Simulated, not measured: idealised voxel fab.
A process module follows: voxel wiring stack.
The width of the displayed cross-section, cut, is 265 nm; its cells are square, with a size of 5 nm.
If you're reading a cross-section in this doc, picture square cells in a grid; it comes to you as bands, top ones listed first down to the bottom, and a band can be one or more rows of cells. Band: top height; bottom height; in nm. Then, left to right: material with width in nm, for each material. "everywhere": a single material spanning edge to edge. "air": empty space. A quick word on heights: they are counted from 0, and under that level the wafer as it came to us is one material throughout. The lowest band is different from the rest in having no bottom; it simply continues downward, written as in "from 0 down". A width such as "30..40" changes by the same amount from each row of cells to the next, from the band's top row to its bottom row. "stayed the same" means the step left every cell of the cross-section as it was. "Encapsulated voids": sealed empty spaces, 8 cells or more, no open way to top, listed width x height at distance, with distance from the left edge and width, height and distance in nm. Formally, on a step line, whatever follows the settings is a remark that the simulator itself makes on the step. The "overlay nm" setting may appear on a step's line; for a step that uses a mask, it gives how far to the right of its planned position the mask lay, and a negative value indicates the left.
Planned step list for the process:
1 RECEIVE,material Si
2 CONFORMAL_DEP,material SiO2,thk nm 10
3 CONFORMAL_DEP,material SiN,thk nm 5
4 DIRECTIONAL_DEP,material SiO2,thk nm 15
5 DIRECTIONAL_DEP,material aC,thk nm 10
6 PATTERN,tone open,mask id METAL_1,material resist,width nm 20,pitch nm 45,thk nm 25,overlay nm 0
7 DIRECTIONAL_ETCH,etch materials aC,depth nm 10
8 STRIP,etch materials resist
9 DIRECTIONAL_ETCH,etch materials SiO2,depth nm 15
10 DIRECTIONAL_ETCH,etch materials SiN,depth nm 5
11 STRIP,etch materials aC
12 CONFORMAL_DEP,material TiN,thk nm 5
13 FILL_DEP,material W,thk nm 10
14 CMP,height nm 30
15 CONFORMAL_DEP,material SiCN,thk nm 5
16 DIRECTIONAL_DEP,material SiO2,thk nm 35
17 DIRECTIONAL_DEP,material aC,thk nm 10
18 PATTERN,tone open,mask id METAL_2_HOLES,material resist,width nm 15,pitch nm 90,thk nm 30,overlay nm 0
19 DIRECTIONAL_ETCH,etch materials aC,depth nm 10
20 STRIP,etch materials resist
21 DIRECTIONAL_ETCH,etch materials SiO2,depth nm 35
22 STRIP,etch materials aC
23 MASKED_ETCH,tone open,mask id METAL_2,width nm 20,pitch nm 45,etch materials SiO2,depth nm 20,overlay nm 0
24 MASKED_ETCH,tone open,mask id METAL_2,width nm 20,pitch nm 45,etch materials SiCN,depth nm 5,overlay nm 0
25 CONFORMAL_DEP,material TiN,thk nm 5
26 FILL_DEP,material Cu,thk nm 10
27 CMP,height nm 70
28 CONFORMAL_DEP,material SiCN,thk nm 5
29 DIRECTIONAL_DEP,material lowk,thk nm 25
30 PATTERN,tone open,mask id METAL_3,material resist,width nm 20,pitch nm 45,thk nm 20,overlay nm 0
31 DIRECTIONAL_ETCH,etch materials lowk,depth nm 15
32 STRIP,etch materials resist
33 MASKED_ETCH,tone open,mask id METAL_3_HOLES,width nm 15,pitch nm 45,etch materials lowk,depth nm 10,overlay nm 0
34 MASKED_ETCH,tone open,mask id METAL_3_HOLES,width nm 15,pitch nm 45,etch materials SiCN,depth nm 5,overlay nm 0
35 CONFORMAL_DEP,material TiN,thk nm 5
36 FILL_DEP,material Cu,thk nm 10
37 CMP,height nm 100
38 CONFORMAL_DEP,material SiCN,thk nm 5
39 DIRECTIONAL_DEP,material lowk,thk nm 25
40 MASKED_ETCH,tone open,mask id METAL_4_HOLES,width nm 15,pitch nm 45,etch materials lowk,depth nm 25,overlay nm 0
41 MASKED_ETCH,tone open,mask id METAL_4,width nm 20,pitch nm 45,etch materials lowk,depth nm 15,overlay nm 0
42 MASKED_ETCH,tone open,mask id METAL_4,width nm 20,pitch nm 45,etch materials SiCN,depth nm 5,overlay nm 0
43 CONFORMAL_DEP,material TiN,thk nm 5
44 FILL_DEP,material Ru,thk nm 10
45 CMP,height nm 130
46 CONFORMAL_DEP,material SiCN,thk nm 5
Concerning the first of two wafers, which was run in accordance with the plan:
The cross-section here shows the wafer as received, i.e. in its state after step 1:
- from 0 down | Si everywhere
- Encapsulated voids: none
Wafer xsec, post step 2:
- from 10 to 0 | SiO2 everywhere
- For the remainder of the cross-section, below 0, there is no change.
Wafer xsec, post step 3:
- from 15 to 10 | SiN everywhere
- For the remainder of the cross-section, below 10, there is no change.
Wafer xsec, post step 4:
- from 30 to 15 | SiO2 everywhere
- For the remainder of the cross-section, below 15, there is no change.
Wafer xsec, post step 5:
- from 40 to 30 | aC everywhere
- For the remainder of the cross-section, below 30, there is no change.
Wafer xsec, post step 6:
- from 65 to 40 | resist=55; air=20; resist=25; air=20; resist=25; air=20; resist=25; air=20; resist=55
- For the remainder of the cross-section, below 40, there is no change.
Wafer xsec, post step 7:
- from 55 to 40 | resist=55; air=20; resist=25; air=20; resist=25; air=20; resist=25; air=20; resist=55
- from 40 to 30 | aC=55; air=20; aC=25; air=20; aC=25; air=20; aC=25; air=20; aC=55
- For the remainder of the cross-section, below 30, there is no change.
Wafer xsec, post step 8:
- from 40 to 30 | aC=55; air=20; aC=25; air=20; aC=25; air=20; aC=25; air=20; aC=55
- For the remainder of the cross-section, below 30, there is no change.
Wafer xsec, post step 9:
- from 40 to 30 | aC=55; air=20; aC=25; air=20; aC=25; air=20; aC=25; air=20; aC=55
- from 30 to 15 | SiO2=55; air=20; SiO2=25; air=20; SiO2=25; air=20; SiO2=25; air=20; SiO2=55
- For the remainder of the cross-section, below 15, there is no change.
Wafer xsec, post step 10:
- from 40 to 30 | aC=55; air=20; aC=25; air=20; aC=25; air=20; aC=25; air=20; aC=55
- from 30 to 15 | SiO2=55; air=20; SiO2=25; air=20; SiO2=25; air=20; SiO2=25; air=20; SiO2=55
- from 15 to 10 | SiN=55; air=20; SiN=25; air=20; SiN=25; air=20; SiN=25; air=20; SiN=55
- For the remainder of the cross-section, below 10, there is no change.
Wafer xsec, post step 11:
- from 30 to 15 | SiO2=55; air=20; SiO2=25; air=20; SiO2=25; air=20; SiO2=25; air=20; SiO2=55
- For the remainder of the cross-section, below 15, there is no change.
Wafer xsec, post step 12:
- from 35 to 30 | TiN=60; air=10; TiN=35; air=10; TiN=35; air=10; TiN=35; air=10; TiN=60
- from 30 to 15 | SiO2=55; TiN=5; air=10; TiN=5; SiO2=25; TiN=5; air=10; TiN=5; SiO2=25; TiN=5; air=10; TiN=5; SiO2=25; TiN=5; air=10; TiN=5; SiO2=55
- from 15 to 10 | SiN=55; TiN=20; SiN=25; TiN=20; SiN=25; TiN=20; SiN=25; TiN=20; SiN=55
- For the remainder of the cross-section, below 10, there is no change.
Wafer xsec, post step 13:
- from 45 to 35 | W everywhere
- from 35 to 30 | TiN=60; W=10; TiN=35; W=10; TiN=35; W=10; TiN=35; W=10; TiN=60
- from 30 to 15 | SiO2=55; TiN=5; W=10; TiN=5; SiO2=25; TiN=5; W=10; TiN=5; SiO2=25; TiN=5; W=10; TiN=5; SiO2=25; TiN=5; W=10; TiN=5; SiO2=55
- For the remainder of the cross-section, below 15, there is no change.
Wafer xsec, post step 14:
- from 30 to 15 | SiO2=55; TiN=5; W=10; TiN=5; SiO2=25; TiN=5; W=10; TiN=5; SiO2=25; TiN=5; W=10; TiN=5; SiO2=25; TiN=5; W=10; TiN=5; SiO2=55
- For the remainder of the cross-section, below 15, there is no change.
Wafer xsec, post step 15:
- from 35 to 30 | SiCN everywhere
- For the remainder of the cross-section, below 30, there is no change.
Wafer xsec, post step 16:
- from 70 to 35 | SiO2 everywhere
- For the remainder of the cross-section, below 35, there is no change.
Wafer xsec, post step 17:
- from 80 to 70 | aC everywhere
- For the remainder of the cross-section, below 70, there is no change.
Wafer xsec, post step 18:
- from 110 to 80 | resist=55; air=15; resist=75; air=15; resist=105
- For the remainder of the cross-section, below 80, there is no change.
Wafer xsec, post step 19:
- from 100 to 80 | resist=55; air=15; resist=75; air=15; resist=105
- from 80 to 70 | aC=55; air=15; aC=75; air=15; aC=105
- For the remainder of the cross-section, below 70, there is no change.
Wafer xsec, post step 20:
- from 80 to 70 | aC=55; air=15; aC=75; air=15; aC=105
- For the remainder of the cross-section, below 70, there is no change.
Wafer xsec, post step 21:
- from 80 to 70 | aC=55; air=15; aC=75; air=15; aC=105
- from 70 to 35 | SiO2=55; air=15; SiO2=75; air=15; SiO2=105
- For the remainder of the cross-section, below 35, there is no change.
Wafer xsec, post step 22:
- from 70 to 35 | SiO2=55; air=15; SiO2=75; air=15; SiO2=105
- For the remainder of the cross-section, below 35, there is no change.
Wafer xsec, post step 23:
- from 70 to 50 | SiO2=55; air=20; SiO2=25; air=20; SiO2=25; air=20; SiO2=25; air=20; SiO2=55
- For the remainder of the cross-section, below 50, there is no change.
Wafer xsec, post step 24:
- from 70 to 50 | SiO2=55; air=20; SiO2=25; air=20; SiO2=25; air=20; SiO2=25; air=20; SiO2=55
- from 50 to 35 | SiO2=55; air=15; SiO2=75; air=15; SiO2=105
- from 35 to 30 | SiCN=55; air=15; SiCN=75; air=15; SiCN=105
- For the remainder of the cross-section, below 30, there is no change.
Wafer xsec, post step 25:
- from 75 to 70 | TiN=60; air=10; TiN=35; air=10; TiN=35; air=10; TiN=35; air=10; TiN=60
- from 70 to 55 | SiO2=55; TiN=5; air=10; TiN=5; SiO2=25; TiN=5; air=10; TiN=5; SiO2=25; TiN=5; air=10; TiN=5; SiO2=25; TiN=5; air=10; TiN=5; SiO2=55
- from 55 to 50 | SiO2=55; TiN=5; air=5; TiN=10; SiO2=25; TiN=20; SiO2=25; TiN=5; air=5; TiN=10; SiO2=25; TiN=20; SiO2=55
- from 50 to 35 | SiO2=55; TiN=5; air=5; TiN=5; SiO2=75; TiN=5; air=5; TiN=5; SiO2=105
- from 35 to 30 | SiCN=55; TiN=15; SiCN=75; TiN=15; SiCN=105
- For the remainder of the cross-section, below 30, there is no change.
Wafer xsec, post step 26:
- from 85 to 75 | Cu everywhere
- from 75 to 70 | TiN=60; Cu=10; TiN=35; Cu=10; TiN=35; Cu=10; TiN=35; Cu=10; TiN=60
- from 70 to 55 | SiO2=55; TiN=5; Cu=10; TiN=5; SiO2=25; TiN=5; Cu=10; TiN=5; SiO2=25; TiN=5; Cu=10; TiN=5; SiO2=25; TiN=5; Cu=10; TiN=5; SiO2=55
- from 55 to 50 | SiO2=55; TiN=5; Cu=5; TiN=10; SiO2=25; TiN=20; SiO2=25; TiN=5; Cu=5; TiN=10; SiO2=25; TiN=20; SiO2=55
- from 50 to 35 | SiO2=55; TiN=5; Cu=5; TiN=5; SiO2=75; TiN=5; Cu=5; TiN=5; SiO2=105
- For the remainder of the cross-section, below 35, there is no change.
Wafer xsec, post step 27:
- from 70 to 55 | SiO2=55; TiN=5; Cu=10; TiN=5; SiO2=25; TiN=5; Cu=10; TiN=5; SiO2=25; TiN=5; Cu=10; TiN=5; SiO2=25; TiN=5; Cu=10; TiN=5; SiO2=55
- For the remainder of the cross-section, below 55, there is no change.
Wafer xsec, post step 28:
- from 75 to 70 | SiCN everywhere
- For the remainder of the cross-section, below 70, there is no change.
Wafer xsec, post step 29:
- from 100 to 75 | lowk everywhere
- For the remainder of the cross-section, below 75, there is no change.
Wafer xsec, post step 30:
- from 120 to 100 | resist=55; air=20; resist=25; air=20; resist=25; air=20; resist=25; air=20; resist=55
- For the remainder of the cross-section, below 100, there is no change.
Wafer xsec, post step 31:
- from 120 to 100 | resist=55; air=20; resist=25; air=20; resist=25; air=20; resist=25; air=20; resist=55
- from 100 to 85 | lowk=55; air=20; lowk=25; air=20; lowk=25; air=20; lowk=25; air=20; lowk=55
- For the remainder of the cross-section, below 85, there is no change.
Wafer xsec, post step 32:
- from 100 to 85 | lowk=55; air=20; lowk=25; air=20; lowk=25; air=20; lowk=25; air=20; lowk=55
- For the remainder of the cross-section, below 85, there is no change.
Wafer xsec, post step 33:
- from 100 to 85 | lowk=55; air=20; lowk=25; air=20; lowk=25; air=20; lowk=25; air=20; lowk=55
- from 85 to 75 | lowk=55; air=15; lowk=30; air=15; lowk=30; air=15; lowk=30; air=15; lowk=60
- For the remainder of the cross-section, below 75, there is no change.
Wafer xsec, post step 34:
- from 100 to 85 | lowk=55; air=20; lowk=25; air=20; lowk=25; air=20; lowk=25; air=20; lowk=55
- from 85 to 75 | lowk=55; air=15; lowk=30; air=15; lowk=30; air=15; lowk=30; air=15; lowk=60
- from 75 to 70 | SiCN=55; air=15; SiCN=30; air=15; SiCN=30; air=15; SiCN=30; air=15; SiCN=60
- For the remainder of the cross-section, below 70, there is no change.
Wafer xsec, post step 35:
- from 105 to 100 | TiN=60; air=10; TiN=35; air=10; TiN=35; air=10; TiN=35; air=10; TiN=60
- from 100 to 90 | lowk=55; TiN=5; air=10; TiN=5; lowk=25; TiN=5; air=10; TiN=5; lowk=25; TiN=5; air=10; TiN=5; lowk=25; TiN=5; air=10; TiN=5; lowk=55
- from 90 to 85 | lowk=55; TiN=5; air=5; TiN=10; lowk=25; TiN=5; air=5; TiN=10; lowk=25; TiN=5; air=5; TiN=10; lowk=25; TiN=5; air=5; TiN=10; lowk=55
- from 85 to 75 | lowk=55; TiN=5; air=5; TiN=5; lowk=30; TiN=5; air=5; TiN=5; lowk=30; TiN=5; air=5; TiN=5; lowk=30; TiN=5; air=5; TiN=5; lowk=60
- from 75 to 70 | SiCN=55; TiN=15; SiCN=30; TiN=15; SiCN=30; TiN=15; SiCN=30; TiN=15; SiCN=60
- For the remainder of the cross-section, below 70, there is no change.
Wafer xsec, post step 36:
- from 115 to 105 | Cu everywhere
- from 105 to 100 | TiN=60; Cu=10; TiN=35; Cu=10; TiN=35; Cu=10; TiN=35; Cu=10; TiN=60
- from 100 to 90 | lowk=55; TiN=5; Cu=10; TiN=5; lowk=25; TiN=5; Cu=10; TiN=5; lowk=25; TiN=5; Cu=10; TiN=5; lowk=25; TiN=5; Cu=10; TiN=5; lowk=55
- from 90 to 85 | lowk=55; TiN=5; Cu=5; TiN=10; lowk=25; TiN=5; Cu=5; TiN=10; lowk=25; TiN=5; Cu=5; TiN=10; lowk=25; TiN=5; Cu=5; TiN=10; lowk=55
- from 85 to 75 | lowk=55; TiN=5; Cu=5; TiN=5; lowk=30; TiN=5; Cu=5; TiN=5; lowk=30; TiN=5; Cu=5; TiN=5; lowk=30; TiN=5; Cu=5; TiN=5; lowk=60
- For the remainder of the cross-section, below 75, there is no change.
Wafer xsec, post step 37:
- from 100 to 90 | lowk=55; TiN=5; Cu=10; TiN=5; lowk=25; TiN=5; Cu=10; TiN=5; lowk=25; TiN=5; Cu=10; TiN=5; lowk=25; TiN=5; Cu=10; TiN=5; lowk=55
- For the remainder of the cross-section, below 90, there is no change.
Wafer xsec, post step 38:
- from 105 to 100 | SiCN everywhere
- For the remainder of the cross-section, below 100, there is no change.
Wafer xsec, post step 39:
- from 130 to 105 | lowk everywhere
- For the remainder of the cross-section, below 105, there is no change.
Wafer xsec, post step 40:
- from 130 to 105 | lowk=55; air=15; lowk=30; air=15; lowk=30; air=15; lowk=30; air=15; lowk=60
- For the remainder of the cross-section, below 105, there is no change.
Wafer xsec, post step 41:
- from 130 to 115 | lowk=55; air=20; lowk=25; air=20; lowk=25; air=20; lowk=25; air=20; lowk=55
- For the remainder of the cross-section, below 115, there is no change.
Wafer xsec, post step 42:
- from 130 to 115 | lowk=55; air=20; lowk=25; air=20; lowk=25; air=20; lowk=25; air=20; lowk=55
- from 115 to 105 | lowk=55; air=15; lowk=30; air=15; lowk=30; air=15; lowk=30; air=15; lowk=60
- from 105 to 100 | SiCN=55; air=15; SiCN=30; air=15; SiCN=30; air=15; SiCN=30; air=15; SiCN=60
- For the remainder of the cross-section, below 100, there is no change.
Wafer xsec, post step 43:
- from 135 to 130 | TiN=60; air=10; TiN=35; air=10; TiN=35; air=10; TiN=35; air=10; TiN=60
- from 130 to 120 | lowk=55; TiN=5; air=10; TiN=5; lowk=25; TiN=5; air=10; TiN=5; lowk=25; TiN=5; air=10; TiN=5; lowk=25; TiN=5; air=10; TiN=5; lowk=55
- from 120 to 115 | lowk=55; TiN=5; air=5; TiN=10; lowk=25; TiN=5; air=5; TiN=10; lowk=25; TiN=5; air=5; TiN=10; lowk=25; TiN=5; air=5; TiN=10; lowk=55
- from 115 to 105 | lowk=55; TiN=5; air=5; TiN=5; lowk=30; TiN=5; air=5; TiN=5; lowk=30; TiN=5; air=5; TiN=5; lowk=30; TiN=5; air=5; TiN=5; lowk=60
- from 105 to 100 | SiCN=55; TiN=15; SiCN=30; TiN=15; SiCN=30; TiN=15; SiCN=30; TiN=15; SiCN=60
- For the remainder of the cross-section, below 100, there is no change.
Wafer xsec, post step 44:
- from 145 to 135 | Ru everywhere
- from 135 to 130 | TiN=60; Ru=10; TiN=35; Ru=10; TiN=35; Ru=10; TiN=35; Ru=10; TiN=60
- from 130 to 120 | lowk=55; TiN=5; Ru=10; TiN=5; lowk=25; TiN=5; Ru=10; TiN=5; lowk=25; TiN=5; Ru=10; TiN=5; lowk=25; TiN=5; Ru=10; TiN=5; lowk=55
- from 120 to 115 | lowk=55; TiN=5; Ru=5; TiN=10; lowk=25; TiN=5; Ru=5; TiN=10; lowk=25; TiN=5; Ru=5; TiN=10; lowk=25; TiN=5; Ru=5; TiN=10; lowk=55
- from 115 to 105 | lowk=55; TiN=5; Ru=5; TiN=5; lowk=30; TiN=5; Ru=5; TiN=5; lowk=30; TiN=5; Ru=5; TiN=5; lowk=30; TiN=5; Ru=5; TiN=5; lowk=60
- For the remainder of the cross-section, below 105, there is no change.
Wafer xsec, post step 45:
- from 130 to 120 | lowk=55; TiN=5; Ru=10; TiN=5; lowk=25; TiN=5; Ru=10; TiN=5; lowk=25; TiN=5; Ru=10; TiN=5; lowk=25; TiN=5; Ru=10; TiN=5; lowk=55
- For the remainder of the cross-section, below 120, there is no change.
Wafer xsec, post step 46:
- from 135 to 130 | SiCN everywhere
- For the remainder of the cross-section, below 130, there is no change.
For the second wafer, take the first wafer's start and plan, then add one mistake made in running it; everything through step 28, that step included, is shared with the first:
Cross-section: second wafer, time at which step 29 was scheduled to end:
- from 125 to 75 | lowk everywhere
- For the remainder of the cross-section, below 75, there is no change.
Cross-section: second wafer, time at which step 30 was scheduled to end:
- from 145 to 125 | resist=55; air=20; resist=25; air=20; resist=25; air=20; resist=25; air=20; resist=55
- For the remainder of the cross-section, below 125, there is no change.
Cross-section: second wafer, time at which step 31 was scheduled to end:
- from 145 to 125 | resist=55; air=20; resist=25; air=20; resist=25; air=20; resist=25; air=20; resist=55
- from 125 to 110 | lowk=55; air=20; lowk=25; air=20; lowk=25; air=20; lowk=25; air=20; lowk=55
- For the remainder of the cross-section, below 110, there is no change.
Cross-section: second wafer, time at which step 32 was scheduled to end:
- from 125 to 110 | lowk=55; air=20; lowk=25; air=20; lowk=25; air=20; lowk=25; air=20; lowk=55
- For the remainder of the cross-section, below 110, there is no change.
Cross-section: second wafer, time at which step 33 was scheduled to end:
- from 125 to 110 | lowk=55; air=20; lowk=25; air=20; lowk=25; air=20; lowk=25; air=20; lowk=55
- from 110 to 100 | lowk=55; air=15; lowk=30; air=15; lowk=30; air=15; lowk=30; air=15; lowk=60
- For the remainder of the cross-section, below 100, there is no change.
Cross-section: second wafer, time at which step 34 was scheduled to end: stayed the same
Cross-section: second wafer, time at which step 35 was scheduled to end:
- from 130 to 125 | TiN=60; air=10; TiN=35; air=10; TiN=35; air=10; TiN=35; air=10; TiN=60
- from 125 to 115 | lowk=55; TiN=5; air=10; TiN=5; lowk=25; TiN=5; air=10; TiN=5; lowk=25; TiN=5; air=10; TiN=5; lowk=25; TiN=5; air=10; TiN=5; lowk=55
- from 115 to 105 | lowk=55; TiN=5; air=5; TiN=10..5; lowk=25..30; TiN=5; air=5; TiN=10..5; lowk=25..30; TiN=5; air=5; TiN=10..5; lowk=25..30; TiN=5; air=5; TiN=10..5; lowk=55..60
- from 105 to 100 | lowk=55; TiN=15; lowk=30; TiN=15; lowk=30; TiN=15; lowk=30; TiN=15; lowk=60
- For the remainder of the cross-section, below 100, there is no change.
Cross-section: second wafer, time at which step 36 was scheduled to end:
- from 140 to 130 | Cu everywhere
- from 130 to 125 | TiN=60; Cu=10; TiN=35; Cu=10; TiN=35; Cu=10; TiN=35; Cu=10; TiN=60
- from 125 to 115 | lowk=55; TiN=5; Cu=10; TiN=5; lowk=25; TiN=5; Cu=10; TiN=5; lowk=25; TiN=5; Cu=10; TiN=5; lowk=25; TiN=5; Cu=10; TiN=5; lowk=55
- from 115 to 105 | lowk=55; TiN=5; Cu=5; TiN=10..5; lowk=25..30; TiN=5; Cu=5; TiN=10..5; lowk=25..30; TiN=5; Cu=5; TiN=10..5; lowk=25..30; TiN=5; Cu=5; TiN=10..5; lowk=55..60
- For the remainder of the cross-section, below 105, there is no change.
Cross-section: second wafer, time at which step 37 was scheduled to end:
- from 100 to 75 | lowk everywhere
- For the remainder of the cross-section, below 75, there is no change.
Cross-section: second wafer, time at which step 38 was scheduled to end:
- from 105 to 100 | SiCN everywhere
- For the remainder of the cross-section, below 100, there is no change.
Cross-section: second wafer, time at which step 39 was scheduled to end:
- from 130 to 105 | lowk everywhere
- For the remainder of the cross-section, below 105, there is no change.
Cross-section: second wafer, time at which step 40 was scheduled to end:
- from 130 to 105 | lowk=55; air=15; lowk=30; air=15; lowk=30; air=15; lowk=30; air=15; lowk=60
- For the remainder of the cross-section, below 105, there is no change.
Cross-section: second wafer, time at which step 41 was scheduled to end:
- from 130 to 115 | lowk=55; air=20; lowk=25; air=20; lowk=25; air=20; lowk=25; air=20; lowk=55
- For the remainder of the cross-section, below 115, there is no change.
Cross-section: second wafer, time at which step 42 was scheduled to end:
- from 130 to 115 | lowk=55; air=20; lowk=25; air=20; lowk=25; air=20; lowk=25; air=20; lowk=55
- from 115 to 105 | lowk=55; air=15; lowk=30; air=15; lowk=30; air=15; lowk=30; air=15; lowk=60
- from 105 to 100 | SiCN=55; air=15; SiCN=30; air=15; SiCN=30; air=15; SiCN=30; air=15; SiCN=60
- For the remainder of the cross-section, below 100, there is no change.
Cross-section: second wafer, time at which step 43 was scheduled to end:
- from 135 to 130 | TiN=60; air=10; TiN=35; air=10; TiN=35; air=10; TiN=35; air=10; TiN=60
- from 130 to 120 | lowk=55; TiN=5; air=10; TiN=5; lowk=25; TiN=5; air=10; TiN=5; lowk=25; TiN=5; air=10; TiN=5; lowk=25; TiN=5; air=10; TiN=5; lowk=55
- from 120 to 115 | lowk=55; TiN=5; air=5; TiN=10; lowk=25; TiN=5; air=5; TiN=10; lowk=25; TiN=5; air=5; TiN=10; lowk=25; TiN=5; air=5; TiN=10; lowk=55
- from 115 to 105 | lowk=55; TiN=5; air=5; TiN=5; lowk=30; TiN=5; air=5; TiN=5; lowk=30; TiN=5; air=5; TiN=5; lowk=30; TiN=5; air=5; TiN=5; lowk=60
- from 105 to 100 | SiCN=55; TiN=15; SiCN=30; TiN=15; SiCN=30; TiN=15; SiCN=30; TiN=15; SiCN=60
- For the remainder of the cross-section, below 100, there is no change.
Cross-section: second wafer, time at which step 44 was scheduled to end:
- from 145 to 135 | Ru everywhere
- from 135 to 130 | TiN=60; Ru=10; TiN=35; Ru=10; TiN=35; Ru=10; TiN=35; Ru=10; TiN=60
- from 130 to 120 | lowk=55; TiN=5; Ru=10; TiN=5; lowk=25; TiN=5; Ru=10; TiN=5; lowk=25; TiN=5; Ru=10; TiN=5; lowk=25; TiN=5; Ru=10; TiN=5; lowk=55
- from 120 to 115 | lowk=55; TiN=5; Ru=5; TiN=10; lowk=25; TiN=5; Ru=5; TiN=10; lowk=25; TiN=5; Ru=5; TiN=10; lowk=25; TiN=5; Ru=5; TiN=10; lowk=55
- from 115 to 105 | lowk=55; TiN=5; Ru=5; TiN=5; lowk=30; TiN=5; Ru=5; TiN=5; lowk=30; TiN=5; Ru=5; TiN=5; lowk=30; TiN=5; Ru=5; TiN=5; lowk=60
- For the remainder of the cross-section, below 105, there is no change.
Cross-section: second wafer, time at which step 45 was scheduled to end:
- from 130 to 120 | lowk=55; TiN=5; Ru=10; TiN=5; lowk=25; TiN=5; Ru=10; TiN=5; lowk=25; TiN=5; Ru=10; TiN=5; lowk=25; TiN=5; Ru=10; TiN=5; lowk=55
- For the remainder of the cross-section, below 120, there is no change.
Cross-section: second wafer, time at which step 46 was scheduled to end:
- from 135 to 130 | SiCN everywhere
- For the remainder of the cross-section, below 130, there is no change.
So what did we get wrong on this run? twice, step 29 of the plan was run
at the end the second wafer has, in cells: Cu: 28 fewer | SiCN: 12 more | TiN: 56 fewer | lowk: 72 more
